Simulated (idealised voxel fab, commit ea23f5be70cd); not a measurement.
process module | voxel self aligned contacts
cross-section cut | 300 nm wide | cells 5 nm
A cross-section is a grid of square cells, given in bands from the top down. A band is one or more rows of cells.
Each band's line starts with the height of the band's top and of its bottom, in nm. Then come its materials from left to right, each with its width in nm. One material with "throughout" fills the band from edge to edge. "air" is empty space.
Height 0 is the level under which the wafer as received is all one material. The lowest band goes on downwards, as in "0 down".
A width such as "30 to 40" changes by the same amount from each row of cells to the next, from the band's top row to its bottom row.
"no change" after a step means that no cell of the cross-section changed.
closed voids: empty space of 8 cells or more with no open way to the top, each as width x height at its distance from the left edge, in nm
after a step's settings: what the simulator itself notes on the step
overlay nm, on a step with a mask: how far to the right of its planned place the mask lay; to the left if negative
plan
1 op RECEIVE | material Si
2 op OXIDIZE | depth nm 5
3 op DIRECTIONAL_DEP | material polySi | thk nm 30
4 op DIRECTIONAL_DEP | material SiN | thk nm 20
5 op DIRECTIONAL_DEP | material aC | thk nm 10
6 op PATTERN | tone cover | mask id GATE | material resist | width nm 20 | pitch nm 65 | thk nm 30 | overlay nm 0
7 op DIRECTIONAL_ETCH | etch materials aC | depth nm 10
8 op STRIP | etch materials resist
9 op DIRECTIONAL_ETCH | etch materials SiN | depth nm 20
10 op DIRECTIONAL_ETCH | etch materials polySi | depth nm 30
11 op STRIP | etch materials aC
12 op CONFORMAL_DEP | material SiN | thk nm 5
13 op DIRECTIONAL_ETCH | etch materials SiN | depth nm 5
14 op FILL_DEP | material SiO2 | thk nm 10
15 op CMP | height nm 55
16 op MASKED_ETCH | tone open | mask id CONTACT | width nm 45 | pitch nm 65 | etch materials SiO2 | depth nm 60 | overlay nm 0
17 op CONFORMAL_DEP | material TiN | thk nm 5
18 op FILL_DEP | material Ru | thk nm 10
19 op CMP | height nm 55
20 op CONFORMAL_DEP | material SiN | thk nm 5
varied across the wafers: width nm of step 6. The plan shows the first wafer's value. All wafers start alike
first wafer as received, after step 1
  0 down: Si throughout
  closed voids: none
first wafer at the end, after step 20
  60 to 55: SiN throughout
  55 to 50: SiO2 95 | TiN 10 | Ru 25 | TiN 10 | SiO2 20 | TiN 10 | Ru 25 | TiN 10 | SiO2 95
  50 to 30: SiO2 70 | SiN 30 | TiN 5 | Ru 25 | TiN 5 | SiN 30 | TiN 5 | Ru 25 | TiN 5 | SiN 30 | SiO2 70
  30 to 0: SiO2 70 | SiN 5 | polySi 20 | SiN 5 | TiN 5 | Ru 25 | TiN 5 | SiN 5 | polySi 20 | SiN 5 | TiN 5 | Ru 25 | TiN 5 | SiN 5 | polySi 20 | SiN 5 | SiO2 70
  0 to -5: SiO2 100 | TiN 35 | SiO2 30 | TiN 35 | SiO2 100
  -5 down: Si throughout
  closed voids: none
last wafer at the end
  60 to 55: SiN throughout
  55 to 50: SiO2 95 | TiN 45 | SiO2 20 | TiN 45 | SiO2 95
  50 to 30: SiO2 60 | SiN 55 | TiN 10 | SiN 55 | TiN 10 | SiN 55 | SiO2 55
  30 to 0: SiO2 60 | SiN 5 | polySi 45 | SiN 5 | TiN 10 | SiN 5 | polySi 45 | SiN 5 | TiN 10 | SiN 5 | polySi 45 | SiN 5 | SiO2 55
  0 to -5: SiO2 115 | TiN 10 | SiO2 55 | TiN 10 | SiO2 110
  -5 down: Si throughout
  closed voids: none
each wafer at the end: cells of each material gained (+) or lost (-) since it was received, then its closed voids
width nm 20 | +110 Ru | -60 Si | +168 SiN | +368 SiO2 | +62 TiN | +72 polySi | closed voids: none
width nm 25 | +88 Ru | -60 Si | +180 SiN | +360 SiO2 | +62 TiN | +90 polySi | closed voids: none
width nm 30 | +66 Ru | -60 Si | +192 SiN | +352 SiO2 | +62 TiN | +108 polySi | closed voids: none
width nm 35 | +44 Ru | -60 Si | +204 SiN | +344 SiO2 | +62 TiN | +126 polySi | closed voids: none
width nm 40 | +22 Ru | -60 Si | +216 SiN | +336 SiO2 | +62 TiN | +144 polySi | closed voids: none
width nm 45 | -60 Si | +228 SiN | +328 SiO2 | +62 TiN | +162 polySi | closed voids: none
